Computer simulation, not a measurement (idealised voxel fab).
The following process module bears the name voxel self aligned vias.
FYI the section here is cut, 290 nm wide, cells are 5 nm squares.
Heads up, the way a cross-section reads in here is a grid of square cells, handed over as bands from the top down, with every band being one or more rows of cells.
Top height, bottom height, nm. Materials left to right, width each, nm. Single material + "all across" = fills band edge to edge. "air" = empty.
For the purposes of this specification, 0 denotes the height below which the wafer in its as-received condition is composed wholly of one material, and the lowermost band, lacking a lower limit, extends downward without end, as expressed in "0 and below".
You'd read "30 to 40" like this: the band's top row of cells is as wide as the first number, its bottom row is as wide as the second, and going down, every row changes width by the same amount as the row before did.
When a step is marked "remains unaltered", none of the cells in the cross-section changed during that step.
Unvented cavities: empty space of 8 cells or more with no open way to the top, each as width x height at its distance from the left edge, in nm
after a step's settings: what the simulator itself notes on the step
The "overlay nm" setting may appear on a step's line; for a step that uses a mask, it gives how far to the right of its planned position the mask lay, and a negative value indicates the left.
From here on the document is pairs. In a pair, the cross-section before one process step comes with the cross-section after it, and the latter goes no deeper than the lowest band that changed. What lies in between, the step and its settings, is written under the pair. A pair may be from a different run of this module on the same starting wafer than the pair above it, so it continues from that pair only where its entry headed "Pre-step view" says so.
## Pre-step view
> 60 down to 50 | 90 of aC; 50 of air; 15 of aC; 50 of air; 85 of aC
> 50 down to 35 | lowk all across
> 35 down to 30 | 100 of lowk; 25 of SiN; 40 of lowk; 25 of SiN; 100 of lowk
> 30 down to 20 | 100 of lowk; 5 of TiN; 15 of Ru; 5 of TiN; 40 of lowk; 5 of TiN; 15 of Ru; 5 of TiN; 100 of lowk
> 20 down to 15 | 100 of lowk; 25 of TiN; 40 of lowk; 25 of TiN; 100 of lowk
> 15 down to 10 | SiCN all across
> 10 down to 0 | SiO2 all across
> 0 and below | Si all across
> Unvented cavities: none
## after
> 60 down to 50 | 90 of aC; 50 of air; 15 of aC; 50 of air; 85 of aC
> 50 down to 35 | 90 of lowk; 50 of air; 15 of lowk; 50 of air; 85 of lowk
> Note: structure below 35 unchanged.
> Unvented cavities: none
Between the cross-sections above, the step performed was DIRECTIONAL_ETCH (etch materials lowk; depth nm 15)
Pre-step view: It is represented by the cross-section appearing after the step of the pair directly above.
## after
> 60 down to 50 | 90 of aC; 50 of air; 15 of aC; 50 of air; 85 of aC
> 50 down to 35 | 90 of lowk; 50 of air; 15 of lowk; 50 of air; 85 of lowk
> 35 down to 30 | 100 of lowk; 25 of air; 40 of lowk; 25 of air; 100 of lowk
> Note: structure below 30 unchanged.
> Unvented cavities: none
Between the cross-sections above, the step performed was DIRECTIONAL_ETCH (etch materials SiN; depth nm 5)
Pre-step view: It is represented by the cross-section appearing after the step of the pair directly above.
## after
> 50 down to 35 | 90 of lowk; 50 of air; 15 of lowk; 50 of air; 85 of lowk
> Note: structure below 35 unchanged.
> Unvented cavities: none
Between the cross-sections above, the step performed was STRIP (etch materials aC)
Pre-step view: It is represented by the cross-section appearing after the step of the pair directly above.
## after
> 55 down to 50 | 95 of TiN; 40 of air; 25 of TiN; 40 of air; 90 of TiN
> 50 down to 40 | 90 of lowk; 5 of TiN; 40 of air; 5 of TiN; 15 of lowk; 5 of TiN; 40 of air; 5 of TiN; 85 of lowk
> 40 down to 35 | 90 of lowk; 15 of TiN; 15 of air; 20 of TiN; 15 of lowk; 15 of TiN; 15 of air; 20 of TiN; 85 of lowk
> 35 down to 30 | 100 of lowk; 25 of TiN; 40 of lowk; 25 of TiN; 100 of lowk
> Note: structure below 30 unchanged.
> Unvented cavities: none
Between the cross-sections above, the step performed was CONFORMAL_DEP (material TiN; thk nm 5)
Pre-step view: It is represented by the cross-section appearing after the step of the pair directly above.
## after
> 60 down to 55 | Ru all across
> 55 down to 50 | 95 of TiN; 40 of Ru; 25 of TiN; 40 of Ru; 90 of TiN
> 50 down to 40 | 90 of lowk; 5 of TiN; 40 of Ru; 5 of TiN; 15 of lowk; 5 of TiN; 40 of Ru; 5 of TiN; 85 of lowk
> 40 down to 35 | 90 of lowk; 15 of TiN; 15 of Ru; 20 of TiN; 15 of lowk; 15 of TiN; 15 of Ru; 20 of TiN; 85 of lowk
> Note: structure below 35 unchanged.
> Unvented cavities: none
Between the cross-sections above, the step performed was FILL_DEP (material Ru; thk nm 5)
Pre-step view: It is represented by the cross-section appearing after the step of the pair directly above.
## after
> 50 down to 40 | 90 of lowk; 5 of TiN; 40 of Ru; 5 of TiN; 15 of lowk; 5 of TiN; 40 of Ru; 5 of TiN; 85 of lowk
> Note: structure below 40 unchanged.
> Unvented cavities: none
Between the cross-sections above, the step performed was CMP (height nm 50)
Pre-step view: It is represented by the cross-section appearing after the step of the pair directly above.
## after
> 55 down to 50 | SiCN all across
> Note: structure below 50 unchanged.
> Unvented cavities: none
Between the cross-sections above, the step performed was CONFORMAL_DEP (material SiCN; thk nm 5)
## Pre-step view
> 60 down to 50 | aC all across
> 50 down to 35 | lowk all across
> 35 down to 30 | 100 of lowk; 25 of SiN; 40 of lowk; 25 of SiN; 100 of lowk
> 30 down to 20 | 100 of lowk; 5 of TiN; 15 of Ru; 5 of TiN; 40 of lowk; 5 of TiN; 15 of Ru; 5 of TiN; 100 of lowk
> 20 down to 15 | 100 of lowk; 25 of TiN; 40 of lowk; 25 of TiN; 100 of lowk
> 15 down to 10 | SiCN all across
> 10 down to 0 | SiO2 all across
> 0 and below | Si all across
> Unvented cavities: none
## after
> 85 down to 60 | 100 of resist; 45 of air; 20 of resist; 45 of air; 80 of resist
> Note: structure below 60 unchanged.
> Unvented cavities: none
Between the cross-sections above, the step performed was PATTERN (tone open; mask id VIAS; material resist; width nm 45; pitch nm 65; thk nm 25; overlay nm 10)
Pre-step view: It is represented by the cross-section appearing after the step of the pair directly above.
## after
> 75 down to 60 | 100 of resist; 45 of air; 20 of resist; 45 of air; 80 of resist
> 60 down to 50 | 100 of aC; 45 of air; 20 of aC; 45 of air; 80 of aC
> Note: structure below 50 unchanged.
> Unvented cavities: none
Between the cross-sections above, the step performed was DIRECTIONAL_ETCH (etch materials aC; depth nm 10)
Pre-step view: It is represented by the cross-section appearing after the step of the pair directly above.
## after
> 60 down to 50 | 100 of aC; 45 of air; 20 of aC; 45 of air; 80 of aC
> Note: structure below 50 unchanged.
> Unvented cavities: none
Between the cross-sections above, the step performed was STRIP (etch materials resist)
Pre-step view: It is represented by the cross-section appearing after the step of the pair directly above.
## after
> 60 down to 50 | 100 of aC; 45 of air; 20 of aC; 45 of air; 80 of aC
> 50 down to 35 | 100 of lowk; 45 of air; 20 of lowk; 45 of air; 80 of lowk
> Note: structure below 35 unchanged.
> Unvented cavities: none
Between the cross-sections above, the step performed was DIRECTIONAL_ETCH (etch materials lowk; depth nm 15)
Pre-step view: It is represented by the cross-section appearing after the step of the pair directly above.
## after
> 60 down to 50 | 100 of aC; 45 of air; 20 of aC; 45 of air; 80 of aC
> 50 down to 35 | 100 of lowk; 45 of air; 20 of lowk; 45 of air; 80 of lowk
> 35 down to 30 | 100 of lowk; 25 of air; 40 of lowk; 25 of air; 100 of lowk
> Note: structure below 30 unchanged.
> Unvented cavities: none
Between the cross-sections above, the step performed was DIRECTIONAL_ETCH (etch materials SiN; depth nm 5)
Pre-step view: It is represented by the cross-section appearing after the step of the pair directly above.
## after
> 50 down to 35 | 100 of lowk; 45 of air; 20 of lowk; 45 of air; 80 of lowk
> Note: structure below 35 unchanged.
> Unvented cavities: none
Between the cross-sections above, the step performed was STRIP (etch materials aC)
Pre-step view: It is represented by the cross-section appearing after the step of the pair directly above.
## after
> 55 down to 50 | 105 of TiN; 35 of air; 30 of TiN; 35 of air; 85 of TiN
> 50 down to 40 | 100 of lowk; 5 of TiN; 35 of air; 5 of TiN; 20 of lowk; 5 of TiN; 35 of air; 5 of TiN; 80 of lowk
> 40 down to 35 | 100 of lowk; 5 of TiN; 15 of air; 25 of TiN; 20 of lowk; 5 of TiN; 15 of air; 25 of TiN; 80 of lowk
> 35 down to 30 | 100 of lowk; 25 of TiN; 40 of lowk; 25 of TiN; 100 of lowk
> Note: structure below 30 unchanged.
> Unvented cavities: none
Between the cross-sections above, the step performed was CONFORMAL_DEP (material TiN; thk nm 5)
Pre-step view: It is represented by the cross-section appearing after the step of the pair directly above.
## after
> 60 down to 55 | Ru all across
> 55 down to 50 | 105 of TiN; 35 of Ru; 30 of TiN; 35 of Ru; 85 of TiN
> 50 down to 40 | 100 of lowk; 5 of TiN; 35 of Ru; 5 of TiN; 20 of lowk; 5 of TiN; 35 of Ru; 5 of TiN; 80 of lowk
> 40 down to 35 | 100 of lowk; 5 of TiN; 15 of Ru; 25 of TiN; 20 of lowk; 5 of TiN; 15 of Ru; 25 of TiN; 80 of lowk
> Note: structure below 35 unchanged.
> Unvented cavities: none
Between the cross-sections above, the step performed was FILL_DEP (material Ru; thk nm 5)
Pre-step view: It is represented by the cross-section appearing after the step of the pair directly above.
## after
> 50 down to 40 | 100 of lowk; 5 of TiN; 35 of Ru; 5 of TiN; 20 of lowk; 5 of TiN; 35 of Ru; 5 of TiN; 80 of lowk
> Note: structure below 40 unchanged.
> Unvented cavities: none
Between the cross-sections above, the step performed was CMP (height nm 50)
Pre-step view: It is represented by the cross-section appearing after the step of the pair directly above.
## after
> 55 down to 50 | SiCN all across
> Note: structure below 50 unchanged.
> Unvented cavities: none
Between the cross-sections above, the step performed was CONFORMAL_DEP (material SiCN; thk nm 5)
## Pre-step view
> 15 down to 10 | SiCN all across
> 10 down to 0 | SiO2 all across
> 0 and below | Si all across
> Unvented cavities: none
## after
> 35 down to 15 | Ru all across
> Note: structure below 15 unchanged.
> Unvented cavities: none
Between the cross-sections above, the step performed was DIRECTIONAL_DEP (material Ru; thk nm 20)
Pre-step view: It is represented by the cross-section appearing after the step of the pair directly above.
## after
> 40 down to 35 | TiN all across
> Note: structure below 35 unchanged.
> Unvented cavities: none
Between the cross-sections above, the step performed was CONFORMAL_DEP (material TiN; thk nm 5)
Pre-step view: It is represented by the cross-section appearing after the step of the pair directly above.
## after
> 50 down to 40 | Ru all across
> Note: structure below 40 unchanged.
> Unvented cavities: none
Between the cross-sections above, the step performed was FILL_DEP (material Ru; thk nm 10)
Pre-step view: It is represented by the cross-section appearing after the step of the pair directly above.
## after
> 35 down to 15 | Ru all across
> Note: structure below 15 unchanged.
> Unvented cavities: none
Between the cross-sections above, the step performed was CMP (height nm 35)
Pre-step view: It is represented by the cross-section appearing after the step of the pair directly above.
## after
> 30 down to 15 | Ru all across
> Note: structure below 15 unchanged.
> Unvented cavities: none
Between the cross-sections above, the step performed was SELECTIVE_ETCH (etch materials W Ru TiN; depth nm 5)
Pre-step view: It is represented by the cross-section appearing after the step of the pair directly above.
## after
> 40 down to 30 | SiN all across
> Note: structure below 30 unchanged.
> Unvented cavities: none
Between the cross-sections above, the step performed was FILL_DEP (material SiN; thk nm 10)
Pre-step view: It is represented by the cross-section appearing after the step of the pair directly above.
## after
> 35 down to 30 | SiN all across
> Note: structure below 30 unchanged.
> Unvented cavities: none
Between the cross-sections above, the step performed was CMP (height nm 35)
Pre-step view: It is represented by the cross-section appearing after the step of the pair directly above.
## after
> 50 down to 35 | lowk all across
> Note: structure below 35 unchanged.
> Unvented cavities: none
Between the cross-sections above, the step performed was DIRECTIONAL_DEP (material lowk; thk nm 15)
Pre-step view: It is represented by the cross-section appearing after the step of the pair directly above.
## after
> 60 down to 50 | aC all across
> Note: structure below 50 unchanged.
> Unvented cavities: none
Between the cross-sections above, the step performed was DIRECTIONAL_DEP (material aC; thk nm 10)
Pre-step view: It is represented by the cross-section appearing after the step of the pair directly above.
## after
> 85 down to 60 | 90 of resist; 45 of air; 20 of resist; 45 of air; 90 of resist
> Note: structure below 60 unchanged.
> Unvented cavities: none
Between the cross-sections above, the step performed was PATTERN (tone open; mask id VIAS; material resist; width nm 45; pitch nm 65; thk nm 25; overlay nm 0)
Pre-step view: It is represented by the cross-section appearing after the step of the pair directly above.
## after
> 75 down to 60 | 90 of resist; 45 of air; 20 of resist; 45 of air; 90 of resist
> 60 down to 50 | 90 of aC; 45 of air; 20 of aC; 45 of air; 90 of aC
> Note: structure below 50 unchanged.
> Unvented cavities: none
Between the cross-sections above, the step performed was DIRECTIONAL_ETCH (etch materials aC; depth nm 10)
Pre-step view: It is represented by the cross-section appearing after the step of the pair directly above.
## after
> 60 down to 50 | 90 of aC; 45 of air; 20 of aC; 45 of air; 90 of aC
> Note: structure below 50 unchanged.
> Unvented cavities: none
Between the cross-sections above, the step performed was STRIP (etch materials resist)
Pre-step view: It is represented by the cross-section appearing after the step of the pair directly above.
## after
> 60 down to 50 | 90 of aC; 45 of air; 20 of aC; 45 of air; 90 of aC
> 50 down to 35 | 90 of lowk; 45 of air; 20 of lowk; 45 of air; 90 of lowk
> Note: structure below 35 unchanged.
> Unvented cavities: none
Between the cross-sections above, the step performed was DIRECTIONAL_ETCH (etch materials lowk; depth nm 15)
Pre-step view: It is represented by the cross-section appearing after the step of the pair directly above.
## after
> 60 down to 50 | 90 of aC; 45 of air; 20 of aC; 45 of air; 90 of aC
> 50 down to 35 | 90 of lowk; 45 of air; 20 of lowk; 45 of air; 90 of lowk
> 35 down to 30 | 90 of SiN; 45 of air; 20 of SiN; 45 of air; 90 of SiN
> Note: structure below 30 unchanged.
> Unvented cavities: none
Between the cross-sections above, the step performed was DIRECTIONAL_ETCH (etch materials SiN; depth nm 5)
Pre-step view: It is represented by the cross-section appearing after the step of the pair directly above.
## after
> 50 down to 35 | 90 of lowk; 45 of air; 20 of lowk; 45 of air; 90 of lowk
> Note: structure below 35 unchanged.
> Unvented cavities: none
Between the cross-sections above, the step performed was STRIP (etch materials aC)
Pre-step view: It is represented by the cross-section appearing after the step of the pair directly above.
## after
> 55 down to 50 | 95 of TiN; 35 of air; 30 of TiN; 35 of air; 95 of TiN
> 50 down to 35 | 90 of lowk; 5 of TiN; 35 of air; 5 of TiN; 20 of lowk; 5 of TiN; 35 of air; 5 of TiN; 90 of lowk
> 35 down to 30 | 90 of SiN; 45 of TiN; 20 of SiN; 45 of TiN; 90 of SiN
> Note: structure below 30 unchanged.
> Unvented cavities: none
Between the cross-sections above, the step performed was CONFORMAL_DEP (material TiN; thk nm 5)
Pre-step view: It is represented by the cross-section appearing after the step of the pair directly above.
## after
> 60 down to 55 | Ru all across
> 55 down to 50 | 95 of TiN; 35 of Ru; 30 of TiN; 35 of Ru; 95 of TiN
> 50 down to 35 | 90 of lowk; 5 of TiN; 35 of Ru; 5 of TiN; 20 of lowk; 5 of TiN; 35 of Ru; 5 of TiN; 90 of lowk
> Note: structure below 35 unchanged.
> Unvented cavities: none
Between the cross-sections above, the step performed was FILL_DEP (material Ru; thk nm 5)
Pre-step view: It is represented by the cross-section appearing after the step of the pair directly above.
## after
> 50 down to 35 | 90 of lowk; 5 of TiN; 35 of Ru; 5 of TiN; 20 of lowk; 5 of TiN; 35 of Ru; 5 of TiN; 90 of lowk
> Note: structure below 35 unchanged.
> Unvented cavities: none
Between the cross-sections above, the step performed was CMP (height nm 50)
Pre-step view: It is represented by the cross-section appearing after the step of the pair directly above.
## after
> 55 down to 50 | SiCN all across
> Note: structure below 50 unchanged.
> Unvented cavities: none
Between the cross-sections above, the step performed was CONFORMAL_DEP (material SiCN; thk nm 5)
## Pre-step view
> 60 down to 50 | aC all across
> 50 down to 35 | lowk all across
> 35 down to 30 | 100 of lowk; 25 of SiN; 40 of lowk; 25 of SiN; 100 of lowk
> 30 down to 20 | 100 of lowk; 5 of TiN; 15 of Ru; 5 of TiN; 40 of lowk; 5 of TiN; 15 of Ru; 5 of TiN; 100 of lowk
> 20 down to 15 | 100 of lowk; 25 of TiN; 40 of lowk; 25 of TiN; 100 of lowk
> 15 down to 10 | SiCN all across
> 10 down to 0 | SiO2 all across
> 0 and below | Si all across
> Unvented cavities: none
## after
> 85 down to 60 | 90 of air; 45 of resist; 20 of air; 45 of resist; 90 of air
> Note: structure below 60 unchanged.
> Unvented cavities: none
Between the cross-sections above, the step performed was PATTERN (tone cover; mask id VIAS; material resist; width nm 45; pitch nm 65; thk nm 25; overlay nm 0)
Pre-step view: It is represented by the cross-section appearing after the step of the pair directly above.
## after
> 75 down to 60 | 90 of air; 45 of resist; 20 of air; 45 of resist; 90 of air
> 60 down to 50 | 90 of air; 45 of aC; 20 of air; 45 of aC; 90 of air
> Note: structure below 50 unchanged.
> Unvented cavities: none
Between the cross-sections above, the step performed was DIRECTIONAL_ETCH (etch materials aC; depth nm 10)
Pre-step view: It is represented by the cross-section appearing after the step of the pair directly above.
## after
> 60 down to 50 | 90 of air; 45 of aC; 20 of air; 45 of aC; 90 of air
> Note: structure below 50 unchanged.
> Unvented cavities: none
Between the cross-sections above, the step performed was STRIP (etch materials resist)
Pre-step view: It is represented by the cross-section appearing after the step of the pair directly above.
## after
> 60 down to 50 | 90 of air; 45 of aC; 20 of air; 45 of aC; 90 of air
> 50 down to 35 | 90 of air; 45 of lowk; 20 of air; 45 of lowk; 90 of air
> Note: structure below 35 unchanged.
> Unvented cavities: none
Between the cross-sections above, the step performed was DIRECTIONAL_ETCH (etch materials lowk; depth nm 15)
Pre-step view: It is represented by the cross-section appearing after the step of the pair directly above.
## after
> 50 down to 35 | 90 of air; 45 of lowk; 20 of air; 45 of lowk; 90 of air
> Note: structure below 35 unchanged.
> Unvented cavities: none
Between the cross-sections above, the step performed was STRIP (etch materials aC)
Pre-step view: It is represented by the cross-section appearing after the step of the pair directly above.
## after
> 55 down to 50 | 85 of air; 55 of TiN; 10 of air; 55 of TiN; 85 of air
> 50 down to 40 | 85 of air; 5 of TiN; 45 of lowk; 5 of TiN; 10 of air; 5 of TiN; 45 of lowk; 5 of TiN; 85 of air
> 40 down to 35 | 90 of TiN; 45 of lowk; 20 of TiN; 45 of lowk; 90 of TiN
> Note: structure below 35 unchanged.
> Unvented cavities: none
Between the cross-sections above, the step performed was CONFORMAL_DEP (material TiN; thk nm 5)
Pre-step view: It is represented by the cross-section appearing after the step of the pair directly above.
## after
> 60 down to 55 | Ru all across
> 55 down to 50 | 85 of Ru; 55 of TiN; 10 of Ru; 55 of TiN; 85 of Ru
> 50 down to 40 | 85 of Ru; 5 of TiN; 45 of lowk; 5 of TiN; 10 of Ru; 5 of TiN; 45 of lowk; 5 of TiN; 85 of Ru
> Note: structure below 40 unchanged.
> Unvented cavities: none
Between the cross-sections above, the step performed was FILL_DEP (material Ru; thk nm 5)
Pre-step view: It is represented by the cross-section appearing after the step of the pair directly above.
## after
> 50 down to 40 | 85 of Ru; 5 of TiN; 45 of lowk; 5 of TiN; 10 of Ru; 5 of TiN; 45 of lowk; 5 of TiN; 85 of Ru
> Note: structure below 40 unchanged.
> Unvented cavities: none
Between the cross-sections above, the step performed was CMP (height nm 50)
Pre-step view: It is represented by the cross-section appearing after the step of the pair directly above.
## after
> 55 down to 50 | SiCN all across
> Note: structure below 50 unchanged.
> Unvented cavities: none
Between the cross-sections above, the step performed was CONFORMAL_DEP (material SiCN; thk nm 5)
